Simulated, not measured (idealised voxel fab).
Process module name: voxel wiring stack
Pictured: cross-section cut, 225 nm wide, on a grid of 5 nm square cells.
Bands, listed from the top down, are how a cross-section gets written in this document; the cross-section itself is a grid of square cells, and a band is one or more rows of them.
This entry defines a band. It first specifies the height of the band's top and the height of its bottom in nm, and then specifies the band's materials from left to right, stating each material with its width in nm. The word "all across" identifies a single material that fills the band from edge to edge, while the word "blank" identifies empty space.
Convention: height 0 is the level below which the wafer, as received, is all one material. The lowest band does not terminate at the bottom but continues downward, represented as "top 0, no bottom".
You'd read "30->40" like this: the band's top row of cells is as wide as the first number, its bottom row is as wide as the second, and going down, every row changes width by the same amount as the row before did.
"no alterations made" (step): cross-section cells unchanged, all of them.
Voids not open to the top, 8 cells minimum: see "Internal closed voids". Written width x height at distance; distance is from the left edge; nm.
Note: text after step settings on the step line = simulator remark on that step.
Steps that use a mask can have "overlay nm" on their line. It says how far the mask sat to the right of where it was meant to be. Negative means to the left.
So here's the lineup of process steps we planned:
| 1 | RECEIVE, material Si |
| 2 | CONFORMAL_DEP, material SiO2, thk nm 10 |
| 3 | CONFORMAL_DEP, material SiCN, thk nm 5 |
| 4 | DIRECTIONAL_DEP, material SiO2, thk nm 15 |
| 5 | DIRECTIONAL_DEP, material aC, thk nm 15 |
| 6 | PATTERN, tone open, mask id METAL_1, material resist, width nm 25, pitch nm 50, thk nm 30, overlay nm 0 |
| 7 | DIRECTIONAL_ETCH, etch materials aC, depth nm 15 |
| 8 | STRIP, etch materials resist |
| 9 | DIRECTIONAL_ETCH, etch materials SiO2, depth nm 15 |
| 10 | DIRECTIONAL_ETCH, etch materials SiCN, depth nm 5 |
| 11 | STRIP, etch materials aC |
| 12 | CONFORMAL_DEP, material TiN, thk nm 5 |
| 13 | FILL_DEP, material Cu, thk nm 10 |
| 14 | CMP, height nm 30 |
| 15 | CONFORMAL_DEP, material SiCN, thk nm 5 |
| 16 | DIRECTIONAL_DEP, material lowk, thk nm 15 |
| 17 | MASKED_ETCH, tone open, mask id PLUG_1, width nm 15, pitch nm 50, etch materials lowk, depth nm 15, overlay nm 0 |
| 18 | MASKED_ETCH, tone open, mask id PLUG_1, width nm 15, pitch nm 50, etch materials SiCN, depth nm 5, overlay nm 0 |
| 19 | CONFORMAL_DEP, material TiN, thk nm 5 |
| 20 | FILL_DEP, material Ru, thk nm 10 |
| 21 | CMP, height nm 50 |
| 22 | DIRECTIONAL_DEP, material TiN, thk nm 5 |
| 23 | DIRECTIONAL_DEP, material W, thk nm 15 |
| 24 | PATTERN, tone cover, mask id METAL_2, material resist, width nm 25, pitch nm 50, thk nm 20, overlay nm 0 |
| 25 | DIRECTIONAL_ETCH, etch materials W, depth nm 15 |
| 26 | DIRECTIONAL_ETCH, etch materials TiN, depth nm 5 |
| 27 | STRIP, etch materials resist |
| 28 | CONFORMAL_DEP, material SiN, thk nm 5 |
| 29 | FILL_DEP, material lowk, thk nm 5 |
| 30 | CMP, height nm 70 |
| 31 | CONFORMAL_DEP, material SiCN, thk nm 5 |
First out of two wafers; run went to plan:
Cross-section of the wafer at receipt, which is the condition after step 1:
top 0, no bottom = Si all across
Internal closed voids: none
Sectional view: wafer, after step 2:
top 10, bottom 0 = SiO2 all across
Nothing below the height 0 has changed.
Sectional view: wafer, after step 3:
top 15, bottom 10 = SiCN all across
Nothing below the height 10 has changed.
Sectional view: wafer, after step 4:
top 30, bottom 15 = SiO2 all across
Nothing below the height 15 has changed.
Sectional view: wafer, after step 5:
top 45, bottom 30 = aC all across
Nothing below the height 30 has changed.
Sectional view: wafer, after step 6:
top 75, bottom 45 = 75 resist, 25 blank, 25 resist, 25 blank, 75 resist
Nothing below the height 45 has changed.
Sectional view: wafer, after step 7:
top 60, bottom 45 = 75 resist, 25 blank, 25 resist, 25 blank, 75 resist
top 45, bottom 30 = 75 aC, 25 blank, 25 aC, 25 blank, 75 aC
Nothing below the height 30 has changed.
Sectional view: wafer, after step 8:
top 45, bottom 30 = 75 aC, 25 blank, 25 aC, 25 blank, 75 aC
Nothing below the height 30 has changed.
Sectional view: wafer, after step 9:
top 45, bottom 30 = 75 aC, 25 blank, 25 aC, 25 blank, 75 aC
top 30, bottom 15 = 75 SiO2, 25 blank, 25 SiO2, 25 blank, 75 SiO2
Nothing below the height 15 has changed.
Sectional view: wafer, after step 10:
top 45, bottom 30 = 75 aC, 25 blank, 25 aC, 25 blank, 75 aC
top 30, bottom 15 = 75 SiO2, 25 blank, 25 SiO2, 25 blank, 75 SiO2
top 15, bottom 10 = 75 SiCN, 25 blank, 25 SiCN, 25 blank, 75 SiCN
Nothing below the height 10 has changed.
Sectional view: wafer, after step 11:
top 30, bottom 15 = 75 SiO2, 25 blank, 25 SiO2, 25 blank, 75 SiO2
Nothing below the height 15 has changed.
Sectional view: wafer, after step 12:
top 35, bottom 30 = 80 TiN, 15 blank, 35 TiN, 15 blank, 80 TiN
top 30, bottom 15 = 75 SiO2, 5 TiN, 15 blank, 5 TiN, 25 SiO2, 5 TiN, 15 blank, 5 TiN, 75 SiO2
top 15, bottom 10 = 75 SiCN, 25 TiN, 25 SiCN, 25 TiN, 75 SiCN
Nothing below the height 10 has changed.
Sectional view: wafer, after step 13:
top 45, bottom 35 = Cu all across
top 35, bottom 30 = 80 TiN, 15 Cu, 35 TiN, 15 Cu, 80 TiN
top 30, bottom 15 = 75 SiO2, 5 TiN, 15 Cu, 5 TiN, 25 SiO2, 5 TiN, 15 Cu, 5 TiN, 75 SiO2
Nothing below the height 15 has changed.
Sectional view: wafer, after step 14:
top 30, bottom 15 = 75 SiO2, 5 TiN, 15 Cu, 5 TiN, 25 SiO2, 5 TiN, 15 Cu, 5 TiN, 75 SiO2
Nothing below the height 15 has changed.
Sectional view: wafer, after step 15:
top 35, bottom 30 = SiCN all across
Nothing below the height 30 has changed.
Sectional view: wafer, after step 16:
top 50, bottom 35 = lowk all across
Nothing below the height 35 has changed.
Sectional view: wafer, after step 17:
top 50, bottom 35 = 75 lowk, 15 blank, 35 lowk, 15 blank, 85 lowk
Nothing below the height 35 has changed.
Sectional view: wafer, after step 18:
top 50, bottom 35 = 75 lowk, 15 blank, 35 lowk, 15 blank, 85 lowk
top 35, bottom 30 = 75 SiCN, 15 blank, 35 SiCN, 15 blank, 85 SiCN
Nothing below the height 30 has changed.
Sectional view: wafer, after step 19:
top 55, bottom 50 = 80 TiN, 5 blank, 45 TiN, 5 blank, 90 TiN
top 50, bottom 35 = 75 lowk, 5 TiN, 5 blank, 5 TiN, 35 lowk, 5 TiN, 5 blank, 5 TiN, 85 lowk
top 35, bottom 30 = 75 SiCN, 15 TiN, 35 SiCN, 15 TiN, 85 SiCN
Nothing below the height 30 has changed.
Sectional view: wafer, after step 20:
top 65, bottom 55 = Ru all across
top 55, bottom 50 = 80 TiN, 5 Ru, 45 TiN, 5 Ru, 90 TiN
top 50, bottom 35 = 75 lowk, 5 TiN, 5 Ru, 5 TiN, 35 lowk, 5 TiN, 5 Ru, 5 TiN, 85 lowk
Nothing below the height 35 has changed.
Sectional view: wafer, after step 21:
top 50, bottom 35 = 75 lowk, 5 TiN, 5 Ru, 5 TiN, 35 lowk, 5 TiN, 5 Ru, 5 TiN, 85 lowk
Nothing below the height 35 has changed.
Sectional view: wafer, after step 22:
top 55, bottom 50 = TiN all across
Nothing below the height 50 has changed.
Sectional view: wafer, after step 23:
top 70, bottom 55 = W all across
Nothing below the height 55 has changed.
Sectional view: wafer, after step 24:
top 90, bottom 70 = 75 blank, 25 resist, 25 blank, 25 resist, 75 blank
Nothing below the height 70 has changed.
Sectional view: wafer, after step 25:
top 90, bottom 70 = 75 blank, 25 resist, 25 blank, 25 resist, 75 blank
top 70, bottom 55 = 75 blank, 25 W, 25 blank, 25 W, 75 blank
Nothing below the height 55 has changed.
Sectional view: wafer, after step 26:
top 90, bottom 70 = 75 blank, 25 resist, 25 blank, 25 resist, 75 blank
top 70, bottom 55 = 75 blank, 25 W, 25 blank, 25 W, 75 blank
top 55, bottom 50 = 75 blank, 25 TiN, 25 blank, 25 TiN, 75 blank
Nothing below the height 50 has changed.
Sectional view: wafer, after step 27:
top 70, bottom 55 = 75 blank, 25 W, 25 blank, 25 W, 75 blank
Nothing below the height 55 has changed.
Sectional view: wafer, after step 28:
top 75, bottom 70 = 70 blank, 35 SiN, 15 blank, 35 SiN, 70 blank
top 70, bottom 55 = 70 blank, 5 SiN, 25 W, 5 SiN, 15 blank, 5 SiN, 25 W, 5 SiN, 70 blank
top 55, bottom 50 = 75 SiN, 25 TiN, 25 SiN, 25 TiN, 75 SiN
Nothing below the height 50 has changed.
Sectional view: wafer, after step 29:
top 80, bottom 75 = lowk all across
top 75, bottom 70 = 70 lowk, 35 SiN, 15 lowk, 35 SiN, 70 lowk
top 70, bottom 55 = 70 lowk, 5 SiN, 25 W, 5 SiN, 15 lowk, 5 SiN, 25 W, 5 SiN, 70 lowk
Nothing below the height 55 has changed.
Sectional view: wafer, after step 30:
top 70, bottom 55 = 70 lowk, 5 SiN, 25 W, 5 SiN, 15 lowk, 5 SiN, 25 W, 5 SiN, 70 lowk
Nothing below the height 55 has changed.
Sectional view: wafer, after step 31:
top 75, bottom 70 = SiCN all across
Nothing below the height 70 has changed.
The second wafer: identical to the first at the outset and in its planned sequence, differing only in that one mistake was made during processing; up to and including step 15, its path is the first wafer's path:
At the planned end of step 16, the second wafer in cross-section:
top 40, bottom 35 = lowk all across
Nothing below the height 35 has changed.
At the planned end of step 17, the second wafer in cross-section:
top 40, bottom 35 = 75 lowk, 15 blank, 35 lowk, 15 blank, 85 lowk
Nothing below the height 35 has changed.
At the planned end of step 18, the second wafer in cross-section:
top 40, bottom 35 = 75 lowk, 15 blank, 35 lowk, 15 blank, 85 lowk
top 35, bottom 30 = 75 SiCN, 15 blank, 35 SiCN, 15 blank, 85 SiCN
Nothing below the height 30 has changed.
At the planned end of step 19, the second wafer in cross-section:
top 45, bottom 40 = 80 TiN, 5 blank, 45 TiN, 5 blank, 90 TiN
top 40, bottom 35 = 75 lowk, 5 TiN, 5 blank, 5 TiN, 35 lowk, 5 TiN, 5 blank, 5 TiN, 85 lowk
top 35, bottom 30 = 75 SiCN, 15 TiN, 35 SiCN, 15 TiN, 85 SiCN
Nothing below the height 30 has changed.
At the planned end of step 20, the second wafer in cross-section:
top 55, bottom 45 = Ru all across
top 45, bottom 40 = 80 TiN, 5 Ru, 45 TiN, 5 Ru, 90 TiN
top 40, bottom 35 = 75 lowk, 5 TiN, 5 Ru, 5 TiN, 35 lowk, 5 TiN, 5 Ru, 5 TiN, 85 lowk
Nothing below the height 35 has changed.
At the planned end of step 21, the second wafer in cross-section:
top 50, bottom 45 = Ru all across
Nothing below the height 45 has changed.
At the planned end of step 22, the second wafer in cross-section:
top 55, bottom 50 = TiN all across
Nothing below the height 50 has changed.
At the planned end of step 23, the second wafer in cross-section:
top 70, bottom 55 = W all across
Nothing below the height 55 has changed.
At the planned end of step 24, the second wafer in cross-section:
top 90, bottom 70 = 75 blank, 25 resist, 25 blank, 25 resist, 75 blank
Nothing below the height 70 has changed.
At the planned end of step 25, the second wafer in cross-section:
top 90, bottom 70 = 75 blank, 25 resist, 25 blank, 25 resist, 75 blank
top 70, bottom 55 = 75 blank, 25 W, 25 blank, 25 W, 75 blank
Nothing below the height 55 has changed.
At the planned end of step 26, the second wafer in cross-section:
top 90, bottom 70 = 75 blank, 25 resist, 25 blank, 25 resist, 75 blank
top 70, bottom 55 = 75 blank, 25 W, 25 blank, 25 W, 75 blank
top 55, bottom 50 = 75 blank, 25 TiN, 25 blank, 25 TiN, 75 blank
Nothing below the height 50 has changed.
At the planned end of step 27, the second wafer in cross-section:
top 70, bottom 55 = 75 blank, 25 W, 25 blank, 25 W, 75 blank
Nothing below the height 55 has changed.
At the planned end of step 28, the second wafer in cross-section:
top 75, bottom 70 = 70 blank, 35 SiN, 15 blank, 35 SiN, 70 blank
top 70, bottom 55 = 70 blank, 5 SiN, 25 W, 5 SiN, 15 blank, 5 SiN, 25 W, 5 SiN, 70 blank
top 55, bottom 50 = 75 SiN, 25 TiN, 25 SiN, 25 TiN, 75 SiN
Nothing below the height 50 has changed.
At the planned end of step 29, the second wafer in cross-section:
top 80, bottom 75 = lowk all across
top 75, bottom 70 = 70 lowk, 35 SiN, 15 lowk, 35 SiN, 70 lowk
top 70, bottom 55 = 70 lowk, 5 SiN, 25 W, 5 SiN, 15 lowk, 5 SiN, 25 W, 5 SiN, 70 lowk
Nothing below the height 55 has changed.
At the planned end of step 30, the second wafer in cross-section:
top 70, bottom 55 = 70 lowk, 5 SiN, 25 W, 5 SiN, 15 lowk, 5 SiN, 25 W, 5 SiN, 70 lowk
Nothing below the height 55 has changed.
At the planned end of step 31, the second wafer in cross-section:
top 75, bottom 70 = SiCN all across
Nothing below the height 70 has changed.
Here's what went sideways: step 16 ran as: DIRECTIONAL_DEP, material lowk, thk nm 5
at the end the second wafer has, in cells: Ru +43; TiN +35; lowk -78
